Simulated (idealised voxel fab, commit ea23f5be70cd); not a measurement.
voxel self aligned contacts: a process module
Square cell edge 5 nm, section width 180 nm, ID cut.
A cross-section is a grid of square cells, given in bands from the top down. A band is one or more rows of cells.
In this notation a band is specified by the heights of its top and bottom, in that order and in nm, after which its materials appear from left to right, each paired with its width in nm. The word "everywhere" attached to a single material means that material fills the band from edge to edge; the word "air" stands for empty space.
We count height from 0. Below that, the starting wafer is all one material. The lowest band never ends at the bottom but goes on down; see "0 and below" for how that is written.
Width spec "30..40" -> top row of cells at first value, bottom row at second value, equal per-row change in between.
The cross-section has no changed cell in any step marked "everything unchanged".
Sealed void listing: empty space of 8 cells or more with no open way to the top, each as width x height at its distance from the left edge, in nm
Text after the settings on a step's line: the simulator's own remark on that step.
overlay nm, on a step with a mask: how far to the right of its planned place the mask lay; to the left if negative
-- The planned process steps are enumerated hereunder
1 RECEIVE,material Si
2 CONFORMAL_DEP,material SiO2,thk nm 5
3 DIRECTIONAL_DEP,material polySi,thk nm 30
4 DIRECTIONAL_DEP,material SiN,thk nm 20
5 MASKED_ETCH,tone cover,mask id GATE,width nm 30,pitch nm 65,etch materials SiN,depth nm 20,overlay nm 0
6 MASKED_ETCH,tone cover,mask id GATE,width nm 30,pitch nm 65,etch materials polySi,depth nm 30,overlay nm 0
7 CONFORMAL_DEP,material SiN,thk nm 10
8 DIRECTIONAL_ETCH,etch materials SiN,depth nm 10
9 FILL_DEP,material SiO2,thk nm 15
10 CMP,height nm 65
11 PATTERN,tone open,mask id CONTACT,material resist,width nm 45,thk nm 20,overlay nm 0
12 DIRECTIONAL_ETCH,etch materials SiO2,depth nm 65
13 STRIP,etch materials resist
14 CONFORMAL_DEP,material TiN,thk nm 5
15 FILL_DEP,material Ru,thk nm 10
16 CMP,height nm 65
17 CONFORMAL_DEP,material SiN,thk nm 5
-- Cross-section of the incoming wafer, state after step 1
	0 and below: Si everywhere
	Sealed void listing: none
-- Here's the wafer cut in cross-section after the module, started and planned just like above, except one thing was done wrong in the run
	70 down to 65: SiN everywhere
	65 down to 55: 65 nm SiO2 / 5..15 nm TiN / 35..15 nm Ru / 5..15 nm TiN / 70 nm SiO2
	55 down to 40: 35 nm SiO2 / 40 nm SiN / 5 nm TiN / 15 nm Ru / 5 nm TiN / 40 nm SiN / 40 nm SiO2
	40 down to 35: 35 nm SiO2 / 40 nm SiN / 10 nm TiN / 5 nm Ru / 10 nm TiN / 40 nm SiN / 40 nm SiO2
	35 down to 5: 30 nm SiO2 / 10 nm SiN / 30 nm polySi / 10 nm SiN / 5 nm TiN / 5 nm Ru / 5 nm TiN / 10 nm SiN / 30 nm polySi / 10 nm SiN / 35 nm SiO2
	5 down to 0: 80 nm SiO2 / 15 nm TiN / 85 nm SiO2
	0 and below: Si everywhere
	Sealed void listing: none
Error vs. plan: note that step 5 departed from the planned setting and was carried out as MASKED_ETCH,tone cover,mask id GATE,width nm 20,pitch nm 65,etch materials SiN,depth nm 20,overlay nm 0
